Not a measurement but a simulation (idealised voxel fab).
Documented hereafter: the process module known as voxel air gaps.
We display cut, a cross-section 210 nm in width whose square cells are each 5 nm.
Heads up, the way a cross-section reads in here is a grid of square cells, handed over as bands from the top down, with every band being one or more rows of cells.
Quick guide to a band line: top height, bottom height (nm) up front; then every material left to right with its width in nm. Only one material and it's marked "all across"? Then it fills the band edge to edge. And "blank" just means empty space.
Heads up on the height convention: 0 is the point under which the incoming wafer is all one material, and the lowest band has no bottom, it just keeps going down, like "0 down".
Per-row width for "30..40": begins at first number (top row of band), ends at second number (bottom row), increment between rows held constant.
Where a step carries "all unchanged", the cross-section came out of it unchanged, cell for cell.
"Voids, sealed" means: voids of 8 cells or more that are shut off from the top with no open way through. Written width x height at distance, distance from the left edge, in nm.
Heads up: the bit after the settings on a step's line is the simulator's remark on that step.
"overlay nm" answers the question of how far to the right of plan the mask lay on a step that has a mask, and when it is negative the answer is to the left.

## The planned process steps are enumerated hereunder
1,RECEIVE (material Si)
2,CONFORMAL_DEP (material SiO2; thk nm 10)
3,CONFORMAL_DEP (material SiCN; thk nm 5)
4,DIRECTIONAL_DEP (material lowk; thk nm 35)
5,MASKED_ETCH (tone open; mask id LINES; width nm 20; pitch nm 50; etch materials lowk; depth nm 35; overlay nm 0)
6,CONFORMAL_DEP (material TiN; thk nm 5)
7,FILL_DEP (material W; thk nm 5)
8,CMP (height nm 50)
9,EPI (material Ru; thk nm 10)
10,SELECTIVE_ETCH (etch materials lowk; depth nm 45)
11,CONFORMAL_DEP (material SiCN; thk nm 5)

## The following pertains to the first of two wafers, which was processed as planned

## Cross-section: wafer on arrival = after step 1
	0 down  Si all across
	Voids, sealed: none

## Upon completion of step 2, the wafer appears in cross-section as shown
	10 to 0  SiO2 all across
	Anything lower than 0 is untouched.

## Upon completion of step 3, the wafer appears in cross-section as shown
	15 to 10  SiCN all across
	Anything lower than 10 is untouched.

## Upon completion of step 4, the wafer appears in cross-section as shown
	50 to 15  lowk all across
	Anything lower than 15 is untouched.

## Upon completion of step 5, the wafer appears in cross-section as shown
	50 to 15  lowk 20 nm | blank 20 nm | lowk 30 nm | blank 20 nm | lowk 30 nm | blank 20 nm | lowk 30 nm | blank 20 nm | lowk 20 nm
	Anything lower than 15 is untouched.

## Upon completion of step 6, the wafer appears in cross-section as shown
	55 to 50  TiN 25 nm | blank 10 nm | TiN 40 nm | blank 10 nm | TiN 40 nm | blank 10 nm | TiN 40 nm | blank 10 nm | TiN 25 nm
	50 to 20  lowk 20 nm | TiN 5 nm | blank 10 nm | TiN 5 nm | lowk 30 nm | TiN 5 nm | blank 10 nm | TiN 5 nm | lowk 30 nm | TiN 5 nm | blank 10 nm | TiN 5 nm | lowk 30 nm | TiN 5 nm | blank 10 nm | TiN 5 nm | lowk 20 nm
	20 to 15  lowk 20 nm | TiN 20 nm | lowk 30 nm | TiN 20 nm | lowk 30 nm | TiN 20 nm | lowk 30 nm | TiN 20 nm | lowk 20 nm
	Anything lower than 15 is untouched.

## Upon completion of step 7, the wafer appears in cross-section as shown
	60 to 55  W all across
	55 to 50  TiN 25 nm | W 10 nm | TiN 40 nm | W 10 nm | TiN 40 nm | W 10 nm | TiN 40 nm | W 10 nm | TiN 25 nm
	50 to 20  lowk 20 nm | TiN 5 nm | W 10 nm | TiN 5 nm | lowk 30 nm | TiN 5 nm | W 10 nm | TiN 5 nm | lowk 30 nm | TiN 5 nm | W 10 nm | TiN 5 nm | lowk 30 nm | TiN 5 nm | W 10 nm | TiN 5 nm | lowk 20 nm
	Anything lower than 20 is untouched.

## Upon completion of step 8, the wafer appears in cross-section as shown
	50 to 20  lowk 20 nm | TiN 5 nm | W 10 nm | TiN 5 nm | lowk 30 nm | TiN 5 nm | W 10 nm | TiN 5 nm | lowk 30 nm | TiN 5 nm | W 10 nm | TiN 5 nm | lowk 30 nm | TiN 5 nm | W 10 nm | TiN 5 nm | lowk 20 nm
	Anything lower than 20 is untouched.

## Upon completion of step 9, the wafer appears in cross-section as shown
	60 to 50  blank 10 nm | Ru 40 nm | blank 10 nm | Ru 40 nm | blank 10 nm | Ru 40 nm | blank 10 nm | Ru 40 nm | blank 10 nm
	Anything lower than 50 is untouched.

## Upon completion of step 10, the wafer appears in cross-section as shown
	60 to 50  blank 10 nm | Ru 40 nm | blank 10 nm | Ru 40 nm | blank 10 nm | Ru 40 nm | blank 10 nm | Ru 40 nm | blank 10 nm
	50 to 20  blank 20 nm | TiN 5 nm | W 10 nm | TiN 5 nm | blank 30 nm | TiN 5 nm | W 10 nm | TiN 5 nm | blank 30 nm | TiN 5 nm | W 10 nm | TiN 5 nm | blank 30 nm | TiN 5 nm | W 10 nm | TiN 5 nm | blank 20 nm
	20 to 15  blank 20 nm | TiN 20 nm | blank 30 nm | TiN 20 nm | blank 30 nm | TiN 20 nm | blank 30 nm | TiN 20 nm | blank 20 nm
	Anything lower than 15 is untouched.

## Upon completion of step 11, the wafer appears in cross-section as shown
	65 to 60  blank 5 nm | SiCN 200 nm | blank 5 nm
	60 to 50  blank 5 nm | SiCN 5 nm | Ru 40 nm | SiCN 10 nm | Ru 40 nm | SiCN 10 nm | Ru 40 nm | SiCN 10 nm | Ru 40 nm | SiCN 5 nm | blank 5 nm
	50 to 45  blank 5 nm | SiCN 15 nm | TiN 5 nm | W 10 nm | TiN 5 nm | SiCN 30 nm | TiN 5 nm | W 10 nm | TiN 5 nm | SiCN 30 nm | TiN 5 nm | W 10 nm | TiN 5 nm | SiCN 30 nm | TiN 5 nm | W 10 nm | TiN 5 nm | SiCN 15 nm | blank 5 nm
	45 to 20  blank 15 nm | SiCN 5 nm | TiN 5 nm | W 10 nm | TiN 5 nm | SiCN 5 nm | blank 20 nm | SiCN 5 nm | TiN 5 nm | W 10 nm | TiN 5 nm | SiCN 5 nm | blank 20 nm | SiCN 5 nm | TiN 5 nm | W 10 nm | TiN 5 nm | SiCN 5 nm | blank 20 nm | SiCN 5 nm | TiN 5 nm | W 10 nm | TiN 5 nm | SiCN 5 nm | blank 15 nm
	20 to 15  SiCN 20 nm | TiN 20 nm | SiCN 30 nm | TiN 20 nm | SiCN 30 nm | TiN 20 nm | SiCN 30 nm | TiN 20 nm | SiCN 20 nm
	Anything lower than 15 is untouched.
	Voids, sealed: 20 x 25 at 45; 20 x 25 at 95; 20 x 25 at 145

## Here the second wafer is described. Its start and its plan were those of the first wafer. Its run contained one mistake. Up to and including step 2, it did exactly what the first wafer did

Here is the second wafer in cross-section at the point where step 3 of the plan should have been done: all unchanged

## Here is the second wafer in cross-section at the point where step 4 of the plan should have been done
	45 to 10  lowk all across
	Anything lower than 10 is untouched.

## Here is the second wafer in cross-section at the point where step 5 of the plan should have been done
	45 to 10  lowk 20 nm | blank 20 nm | lowk 30 nm | blank 20 nm | lowk 30 nm | blank 20 nm | lowk 30 nm | blank 20 nm | lowk 20 nm
	Anything lower than 10 is untouched.

## Here is the second wafer in cross-section at the point where step 6 of the plan should have been done
	50 to 45  TiN 25 nm | blank 10 nm | TiN 40 nm | blank 10 nm | TiN 40 nm | blank 10 nm | TiN 40 nm | blank 10 nm | TiN 25 nm
	45 to 15  lowk 20 nm | TiN 5 nm | blank 10 nm | TiN 5 nm | lowk 30 nm | TiN 5 nm | blank 10 nm | TiN 5 nm | lowk 30 nm | TiN 5 nm | blank 10 nm | TiN 5 nm | lowk 30 nm | TiN 5 nm | blank 10 nm | TiN 5 nm | lowk 20 nm
	15 to 10  lowk 20 nm | TiN 20 nm | lowk 30 nm | TiN 20 nm | lowk 30 nm | TiN 20 nm | lowk 30 nm | TiN 20 nm | lowk 20 nm
	Anything lower than 10 is untouched.

## Here is the second wafer in cross-section at the point where step 7 of the plan should have been done
	55 to 50  W all across
	50 to 45  TiN 25 nm | W 10 nm | TiN 40 nm | W 10 nm | TiN 40 nm | W 10 nm | TiN 40 nm | W 10 nm | TiN 25 nm
	45 to 15  lowk 20 nm | TiN 5 nm | W 10 nm | TiN 5 nm | lowk 30 nm | TiN 5 nm | W 10 nm | TiN 5 nm | lowk 30 nm | TiN 5 nm | W 10 nm | TiN 5 nm | lowk 30 nm | TiN 5 nm | W 10 nm | TiN 5 nm | lowk 20 nm
	Anything lower than 15 is untouched.

## Here is the second wafer in cross-section at the point where step 8 of the plan should have been done
	50 to 45  TiN 25 nm | W 10 nm | TiN 40 nm | W 10 nm | TiN 40 nm | W 10 nm | TiN 40 nm | W 10 nm | TiN 25 nm
	Anything lower than 45 is untouched.

## Here is the second wafer in cross-section at the point where step 9 of the plan should have been done
	60 to 50  Ru all across
	Anything lower than 50 is untouched.

Here is the second wafer in cross-section at the point where step 10 of the plan should have been done: all unchanged

## Here is the second wafer in cross-section at the point where step 11 of the plan should have been done
	65 to 60  SiCN all across
	Anything lower than 60 is untouched.
What was done differently from what was planned? step 3 of the plan got skipped, so it never ran
Materials where the second wafer ends with more or fewer cells than the first: Ru: 20 more; SiCN: 146 fewer; TiN: 34 more; W: 8 more; lowk: 182 more
The closed voids present at the end amount to 3 for the first wafer and 0 for the second wafer.
